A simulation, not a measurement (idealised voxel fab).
process module | voxel double patterning
cross-section cut | 215 nm wide | cells 5 nm
A cross-section is a grid of square cells, given in bands from the top down. A band is one or more rows of cells.
Each band's line starts with the height of the band's top and of its bottom, in nm. Then come its materials from left to right, each with its width in nm. One material with "throughout" fills the band from edge to edge. "air" is empty space.
Height 0 is the level under which the wafer as received is all one material. The lowest band goes on downwards, as in "0 down".
A width such as "30 to 40" changes by the same amount from each row of cells to the next, from the band's top row to its bottom row.
"no change" after a step means that no cell of the cross-section changed.
closed voids: empty space of 8 cells or more with no open way to the top, each as width x height at its distance from the left edge, in nm
after a step's settings: what the simulator itself notes on the step
overlay nm, on a step with a mask: how far to the right of its planned place the mask lay; to the left if negative
plan
1 op RECEIVE | material Si
2 op CONFORMAL_DEP | material SiO2 | thk nm 10
3 op DIRECTIONAL_DEP | material polySi | thk nm 10
4 op DIRECTIONAL_DEP | material SiN | thk nm 5
5 op DIRECTIONAL_DEP | material aC | thk nm 15
6 op PATTERN | tone open | mask id FIRST | material resist | width nm 15 | pitch nm 50 | thk nm 30 | overlay nm 0
7 op DIRECTIONAL_ETCH | etch materials aC | depth nm 15
8 op STRIP | etch materials resist
9 op DIRECTIONAL_ETCH | etch materials SiN | depth nm 5
10 op STRIP | etch materials aC
11 op MASKED_ETCH | tone open | mask id SECOND | width nm 15 | etch materials SiN | depth nm 5 | overlay nm 0
12 op DIRECTIONAL_ETCH | etch materials polySi | depth nm 10
13 op STRIP | etch materials SiN
as received, after step 1
  0 down: Si throughout
  closed voids: none
first wafer at the end, as planned
  20 to 10: polySi 75 | air 15 | polySi 10 | air 15 | polySi 10 | air 15 | polySi 75
  10 to 0: SiO2 throughout
  0 down: Si throughout
  closed voids: none
second wafer at the end: like start, like plan, one mistake
  20 to 10: SiO2 throughout
  10 to 0: polySi throughout
  0 down: Si throughout
  closed voids: none
what went wrong: steps 2 and 3 were swapped
at the end the second wafer has, in cells: 18 more of polySi
